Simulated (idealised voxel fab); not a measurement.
You're looking at the process module voxel transistor to metal.
Pictured: cross-section cut, 205 nm wide, on a grid of 5 nm square cells.
Heads up, the way a cross-section reads in here is a grid of square cells, handed over as bands from the top down, with every band being one or more rows of cells.
Top height, bottom height, nm. Materials left to right, width each, nm. Single material + "edge to edge" = fills band edge to edge. "air" = empty.
Height datum 0, below which the as-received substrate wafer is one material. Lowest band open at the bottom, running downward: "0..down".
Graded width ("30 to 40"): value in top row of band = first number; value in bottom row = second number; row-to-row change constant.
No cell of the cross-section changed in a step that is given as "nothing altered".
Entry "closed voids" = empty spaces >= 8 cells with no open way to the top; each as width x height at distance, distance from left edge, all nm.
On a step's line, text after the settings is the simulator commenting on that step.
You can add "overlay nm" to a step's line. For a step with a mask, it describes how far the mask lay to the right of its planned position, and a negative number describes a lay to the left.

# List of planned process steps
| 1 | RECEIVE | material Si |
| 2 | CONFORMAL_DEP | material SiO2 | thk nm 5 |
| 3 | CONFORMAL_DEP | material SiN | thk nm 15 |
| 4 | MASKED_ETCH | tone cover | mask id ACTIVE | width nm 95 | etch materials SiN | depth nm 15 | overlay nm 0 |
| 5 | MASKED_ETCH | tone cover | mask id ACTIVE | width nm 95 | etch materials SiO2 | depth nm 5 | overlay nm 0 |
| 6 | MASKED_ETCH | tone cover | mask id ACTIVE | width nm 95 | etch materials Si | depth nm 25 | overlay nm 0 |
| 7 | FILL_DEP | material SiO2 | thk nm 15 |
| 8 | CMP | height nm 20 |
| 9 | SELECTIVE_ETCH | etch materials SiO2 | depth nm 10 |
| 10 | STRIP | etch materials SiN |
| 11 | SELECTIVE_ETCH | etch materials SiO2 | depth nm 5 |
| 12 | OXIDIZE | depth nm 5 |
| 13 | DIRECTIONAL_DEP | material polySi | thk nm 25 |
| 14 | DIRECTIONAL_DEP | material SiCN | thk nm 15 |
| 15 | PATTERN | tone cover | mask id GATE | material resist | width nm 25 | thk nm 15 | overlay nm 0 |
| 16 | DIRECTIONAL_ETCH | etch materials SiCN | depth nm 25 |
| 17 | DIRECTIONAL_ETCH | etch materials polySi | depth nm 35 |
| 18 | STRIP | etch materials resist |
| 19 | CONFORMAL_DEP | material SiN | thk nm 10 |
| 20 | DIRECTIONAL_ETCH | etch materials SiN | depth nm 10 |
| 21 | DIRECTIONAL_ETCH | etch materials SiO2 | depth nm 5 |
| 22 | EPI | material SiGe | thk nm 5 |
| 23 | FILL_DEP | material SiO2 | thk nm 10 |
| 24 | CMP | height nm 40 |
| 25 | DIRECTIONAL_DEP | material SiO2 | thk nm 10 |
| 26 | PATTERN | tone open | mask id CONTACT | material resist | width nm 25 | pitch nm 60 | thk nm 15 | overlay nm 0 |
| 27 | DIRECTIONAL_ETCH | etch materials SiO2 | depth nm 50 |
| 28 | STRIP | etch materials resist |
| 29 | CONFORMAL_DEP | material TiN | thk nm 5 |
| 30 | FILL_DEP | material Ru | thk nm 10 |
| 31 | CMP | height nm 50 |
| 32 | CONFORMAL_DEP | material SiN | thk nm 5 |
| 33 | DIRECTIONAL_DEP | material SiO2 | thk nm 15 |
| 34 | MASKED_ETCH | tone open | mask id METAL_1 | width nm 15 | pitch nm 70 | etch materials SiO2 | depth nm 15 | overlay nm 0 |
| 35 | MASKED_ETCH | tone open | mask id METAL_1 | width nm 15 | pitch nm 70 | etch materials SiN | depth nm 5 | overlay nm 0 |
| 36 | CONFORMAL_DEP | material TiN | thk nm 5 |
| 37 | FILL_DEP | material W | thk nm 5 |
| 38 | CMP | height nm 70 |
| 39 | CONFORMAL_DEP | material SiCN | thk nm 5 |

# first wafer, as planned

# This is the cross-section of the wafer as we received it, i.e. after step 1
- 0..down  Si edge to edge
- closed voids: none

# After step 2: wafer cross-section
- 5..0  SiO2 edge to edge
- Rest of section, below 0: as before.

# After step 3: wafer cross-section
- 20..5  SiN edge to edge
- Rest of section, below 5: as before.

# After step 4: wafer cross-section
- 20..5  air 55, SiN 95, air 55
- Rest of section, below 5: as before.

# After step 5: wafer cross-section
- 20..5  air 55, SiN 95, air 55
- 5..0  air 55, SiO2 95, air 55
- Rest of section, below 0: as before.

# After step 6: wafer cross-section
- 20..5  air 55, SiN 95, air 55
- 5..0  air 55, SiO2 95, air 55
- 0..-25  air 55, Si 95, air 55
- Rest of section, below -25: as before.

# After step 7: wafer cross-section
- 35..20  SiO2 edge to edge
- 20..5  SiO2 55, SiN 95, SiO2 55
- 5..0  SiO2 edge to edge
- 0..-25  SiO2 55, Si 95, SiO2 55
- Rest of section, below -25: as before.

# After step 8: wafer cross-section
- 20..5  SiO2 55, SiN 95, SiO2 55
- Rest of section, below 5: as before.

# After step 9: wafer cross-section
- 20..10  air 55, SiN 95, air 55
- Rest of section, below 10: as before.

# After step 10: wafer cross-section
- 10..5  SiO2 55, air 95, SiO2 55
- Rest of section, below 5: as before.

# After step 11: wafer cross-section
- 5..0  SiO2 50, air 105, SiO2 50
- Rest of section, below 0: as before.

# After step 12: wafer cross-section
- 5..0  SiO2 50, air 105, SiO2 50
- 0..-5  SiO2 edge to edge
- Rest of section, below -5: as before.

# After step 13: wafer cross-section
- 30..25  polySi 50, air 105, polySi 50
- 25..5  polySi edge to edge
- 5..0  SiO2 50, polySi 105, SiO2 50
- Rest of section, below 0: as before.

# After step 14: wafer cross-section
- 45..40  SiCN 50, air 105, SiCN 50
- 40..30  SiCN edge to edge
- 30..25  polySi 50, SiCN 105, polySi 50
- Rest of section, below 25: as before.

# After step 15: wafer cross-section
- 60..45  air 90, resist 25, air 90
- 45..40  SiCN 50, air 40, resist 25, air 40, SiCN 50
- Rest of section, below 40: as before.

# After step 16: wafer cross-section
- 60..40  air 90, resist 25, air 90
- 40..30  air 90, SiCN 25, air 90
- 30..25  polySi 50, air 40, SiCN 25, air 40, polySi 50
- Rest of section, below 25: as before.

# After step 17: wafer cross-section
- 60..40  air 90, resist 25, air 90
- 40..25  air 90, SiCN 25, air 90
- 25..5  air 90, polySi 25, air 90
- 5..0  SiO2 50, air 40, polySi 25, air 40, SiO2 50
- Rest of section, below 0: as before.

# After step 18: wafer cross-section
- 40..25  air 90, SiCN 25, air 90
- Rest of section, below 25: as before.

# After step 19: wafer cross-section
- 50..40  air 80, SiN 45, air 80
- 40..25  air 80, SiN 10, SiCN 25, SiN 10, air 80
- 25..15  air 80, SiN 10, polySi 25, SiN 10, air 80
- 15..10  SiN 60, air 20, SiN 10, polySi 25, SiN 10, air 20, SiN 60
- 10..5  SiN 90, polySi 25, SiN 90
- 5..0  SiO2 50, SiN 40, polySi 25, SiN 40, SiO2 50
- Rest of section, below 0: as before.

# After step 20: wafer cross-section
- 40..25  air 80, SiN 10, SiCN 25, SiN 10, air 80
- 25..5  air 80, SiN 10, polySi 25, SiN 10, air 80
- 5..0  SiO2 50, SiN 10, air 20, SiN 10, polySi 25, SiN 10, air 20, SiN 10, SiO2 50
- Rest of section, below 0: as before.

# After step 21: wafer cross-section
- 40..25  air 80, SiN 10, SiCN 25, SiN 10, air 80
- 25..5  air 80, SiN 10, polySi 25, SiN 10, air 80
- 5..0  air 50, SiN 10, air 20, SiN 10, polySi 25, SiN 10, air 20, SiN 10, air 50
- 0..-5  SiO2 60, air 20, SiO2 45, air 20, SiO2 60
- Rest of section, below -5: as before.

# After step 22: wafer cross-section
- 40..25  air 80, SiN 10, SiCN 25, SiN 10, air 80
- 25..5  air 80, SiN 10, polySi 25, SiN 10, air 80
- 5..0  air 50, SiN 10, air 20, SiN 10, polySi 25, SiN 10, air 20, SiN 10, air 50
- 0..-5  SiO2 60, SiGe 20, SiO2 45, SiGe 20, SiO2 60
- Rest of section, below -5: as before.

# After step 23: wafer cross-section
- 50..40  SiO2 edge to edge
- 40..25  SiO2 80, SiN 10, SiCN 25, SiN 10, SiO2 80
- 25..5  SiO2 80, SiN 10, polySi 25, SiN 10, SiO2 80
- 5..0  SiO2 50, SiN 10, SiO2 20, SiN 10, polySi 25, SiN 10, SiO2 20, SiN 10, SiO2 50
- Rest of section, below 0: as before.

# After step 24: wafer cross-section
- 40..25  SiO2 80, SiN 10, SiCN 25, SiN 10, SiO2 80
- Rest of section, below 25: as before.

# After step 25: wafer cross-section
- 50..40  SiO2 edge to edge
- Rest of section, below 40: as before.

# After step 26: wafer cross-section
- 65..50  resist 60, air 25, resist 35, air 25, resist 60
- Rest of section, below 50: as before.

# After step 27: wafer cross-section
- 65..50  resist 60, air 25, resist 35, air 25, resist 60
- 50..40  SiO2 60, air 25, SiO2 35, air 25, SiO2 60
- 40..25  SiO2 60, air 20, SiN 10, SiCN 25, SiN 10, air 20, SiO2 60
- 25..5  SiO2 60, air 20, SiN 10, polySi 25, SiN 10, air 20, SiO2 60
- 5..0  SiO2 50, SiN 10, air 20, SiN 10, polySi 25, SiN 10, air 20, SiN 10, SiO2 50
- Rest of section, below 0: as before.

# After step 28: wafer cross-section
- 50..40  SiO2 60, air 25, SiO2 35, air 25, SiO2 60
- Rest of section, below 40: as before.

# After step 29: wafer cross-section
- 55..50  TiN 65, air 15, TiN 45, air 15, TiN 65
- 50..40  SiO2 60, TiN 5, air 15 to 10, TiN 5 to 10, SiO2 35, TiN 5 to 10, air 15 to 10, TiN 5, SiO2 60
- 40..25  SiO2 60, TiN 5, air 10, TiN 5, SiN 10, SiCN 25, SiN 10, TiN 5, air 10, TiN 5, SiO2 60
- 25..5  SiO2 60, TiN 5, air 10, TiN 5, SiN 10, polySi 25, SiN 10, TiN 5, air 10, TiN 5, SiO2 60
- 5..0  SiO2 50, SiN 10, TiN 20, SiN 10, polySi 25, SiN 10, TiN 20, SiN 10, SiO2 50
- Rest of section, below 0: as before.

# After step 30: wafer cross-section
- 65..55  Ru edge to edge
- 55..50  TiN 65, Ru 15, TiN 45, Ru 15, TiN 65
- 50..40  SiO2 60, TiN 5, Ru 15 to 10, TiN 5 to 10, SiO2 35, TiN 5 to 10, Ru 15 to 10, TiN 5, SiO2 60
- 40..25  SiO2 60, TiN 5, Ru 10, TiN 5, SiN 10, SiCN 25, SiN 10, TiN 5, Ru 10, TiN 5, SiO2 60
- 25..5  SiO2 60, TiN 5, Ru 10, TiN 5, SiN 10, polySi 25, SiN 10, TiN 5, Ru 10, TiN 5, SiO2 60
- Rest of section, below 5: as before.

# After step 31: wafer cross-section
- 50..40  SiO2 60, TiN 5, Ru 15 to 10, TiN 5 to 10, SiO2 35, TiN 5 to 10, Ru 15 to 10, TiN 5, SiO2 60
- Rest of section, below 40: as before.

# After step 32: wafer cross-section
- 55..50  SiN edge to edge
- Rest of section, below 50: as before.

# After step 33: wafer cross-section
- 70..55  SiO2 edge to edge
- Rest of section, below 55: as before.

# After step 34: wafer cross-section
- 70..55  SiO2 60, air 15, SiO2 55, air 15, SiO2 60
- Rest of section, below 55: as before.

# After step 35: wafer cross-section
- 70..55  SiO2 60, air 15, SiO2 55, air 15, SiO2 60
- 55..50  SiN 60, air 15, SiN 55, air 15, SiN 60
- Rest of section, below 50: as before.

# After step 36: wafer cross-section
- 75..70  TiN 65, air 5, TiN 65, air 5, TiN 65
- 70..55  SiO2 60, TiN 5, air 5, TiN 5, SiO2 55, TiN 5, air 5, TiN 5, SiO2 60
- 55..50  SiN 60, TiN 15, SiN 55, TiN 15, SiN 60
- Rest of section, below 50: as before.

# After step 37: wafer cross-section
- 80..75  W edge to edge
- 75..70  TiN 65, W 5, TiN 65, W 5, TiN 65
- 70..55  SiO2 60, TiN 5, W 5, TiN 5, SiO2 55, TiN 5, W 5, TiN 5, SiO2 60
- Rest of section, below 55: as before.

# After step 38: wafer cross-section
- 70..55  SiO2 60, TiN 5, W 5, TiN 5, SiO2 55, TiN 5, W 5, TiN 5, SiO2 60
- Rest of section, below 55: as before.

# After step 39: wafer cross-section
- 75..70  SiCN edge to edge
- Rest of section, below 70: as before.

# For the second wafer, take the first wafer's start and plan, then add one mistake made in running it; everything through step 25, that step included, is shared with the first

# Cross-section: second wafer, time at which step 26 was scheduled to end
- 65..50  resist 50, air 25, resist 35, air 25, resist 70
- Rest of section, below 50: as before.

# Cross-section: second wafer, time at which step 27 was scheduled to end
- 65..50  resist 50, air 25, resist 35, air 25, resist 70
- 50..40  SiO2 50, air 25, SiO2 35, air 25, SiO2 70
- 40..25  SiO2 50, air 25, SiO2 5, SiN 10, SiCN 25, SiN 10, air 10, SiO2 70
- 25..5  SiO2 50, air 25, SiO2 5, SiN 10, polySi 25, SiN 10, air 10, SiO2 70
- 5..0  SiO2 50, SiN 10, air 15, SiO2 5, SiN 10, polySi 25, SiN 10, air 10, SiO2 10, SiN 10, SiO2 50
- Rest of section, below 0: as before.

# Cross-section: second wafer, time at which step 28 was scheduled to end
- 50..40  SiO2 50, air 25, SiO2 35, air 25, SiO2 70
- Rest of section, below 40: as before.

# Cross-section: second wafer, time at which step 29 was scheduled to end
- 55..50  TiN 55, air 15, TiN 45, air 15, TiN 75
- 50..45  SiO2 50, TiN 5, air 15, TiN 5, SiO2 35, TiN 5, air 15, TiN 5, SiO2 70
- 45..40  SiO2 50, TiN 5, air 15, TiN 5, SiO2 35, TiN 25, SiO2 70
- 40..25  SiO2 50, TiN 5, air 15, TiN 5, SiO2 5, SiN 10, SiCN 25, SiN 10, TiN 10, SiO2 70
- 25..10  SiO2 50, TiN 5, air 15, TiN 5, SiO2 5, SiN 10, polySi 25, SiN 10, TiN 10, SiO2 70
- 10..5  SiO2 50, TiN 15, air 5, TiN 5, SiO2 5, SiN 10, polySi 25, SiN 10, TiN 10, SiO2 70
- 5..0  SiO2 50, SiN 10, TiN 15, SiO2 5, SiN 10, polySi 25, SiN 10, TiN 10, SiO2 10, SiN 10, SiO2 50
- Rest of section, below 0: as before.

# Cross-section: second wafer, time at which step 30 was scheduled to end
- 65..55  Ru edge to edge
- 55..50  TiN 55, Ru 15, TiN 45, Ru 15, TiN 75
- 50..45  SiO2 50, TiN 5, Ru 15, TiN 5, SiO2 35, TiN 5, Ru 15, TiN 5, SiO2 70
- 45..40  SiO2 50, TiN 5, Ru 15, TiN 5, SiO2 35, TiN 25, SiO2 70
- 40..25  SiO2 50, TiN 5, Ru 15, TiN 5, SiO2 5, SiN 10, SiCN 25, SiN 10, TiN 10, SiO2 70
- 25..10  SiO2 50, TiN 5, Ru 15, TiN 5, SiO2 5, SiN 10, polySi 25, SiN 10, TiN 10, SiO2 70
- 10..5  SiO2 50, TiN 15, Ru 5, TiN 5, SiO2 5, SiN 10, polySi 25, SiN 10, TiN 10, SiO2 70
- Rest of section, below 5: as before.

# Cross-section: second wafer, time at which step 31 was scheduled to end
- 50..45  SiO2 50, TiN 5, Ru 15, TiN 5, SiO2 35, TiN 5, Ru 15, TiN 5, SiO2 70
- Rest of section, below 45: as before.

# Cross-section: second wafer, time at which step 32 was scheduled to end
- 55..50  SiN edge to edge
- Rest of section, below 50: as before.

# Cross-section: second wafer, time at which step 33 was scheduled to end
- 70..55  SiO2 edge to edge
- Rest of section, below 55: as before.

# Cross-section: second wafer, time at which step 34 was scheduled to end
- 70..55  SiO2 60, air 15, SiO2 55, air 15, SiO2 60
- Rest of section, below 55: as before.

# Cross-section: second wafer, time at which step 35 was scheduled to end
- 70..55  SiO2 60, air 15, SiO2 55, air 15, SiO2 60
- 55..50  SiN 60, air 15, SiN 55, air 15, SiN 60
- Rest of section, below 50: as before.

# Cross-section: second wafer, time at which step 36 was scheduled to end
- 75..70  TiN 65, air 5, TiN 65, air 5, TiN 65
- 70..55  SiO2 60, TiN 5, air 5, TiN 5, SiO2 55, TiN 5, air 5, TiN 5, SiO2 60
- 55..50  SiN 60, TiN 15, SiN 55, TiN 15, SiN 60
- Rest of section, below 50: as before.

# Cross-section: second wafer, time at which step 37 was scheduled to end
- 80..75  W edge to edge
- 75..70  TiN 65, W 5, TiN 65, W 5, TiN 65
- 70..55  SiO2 60, TiN 5, W 5, TiN 5, SiO2 55, TiN 5, W 5, TiN 5, SiO2 60
- Rest of section, below 55: as before.

# Cross-section: second wafer, time at which step 38 was scheduled to end
- 70..55  SiO2 60, TiN 5, W 5, TiN 5, SiO2 55, TiN 5, W 5, TiN 5, SiO2 60
- Rest of section, below 55: as before.

# Cross-section: second wafer, time at which step 39 was scheduled to end
- 75..70  SiCN edge to edge
- Rest of section, below 70: as before.
Diagnosis: step 26: run off-plan, actual operation and settings PATTERN | tone open | mask id CONTACT | material resist | width nm 25 | pitch nm 60 | thk nm 15 | overlay nm -10
End of process, cell counts, second wafer against first, materials with more or fewer: Ru -10, SiO2 +10
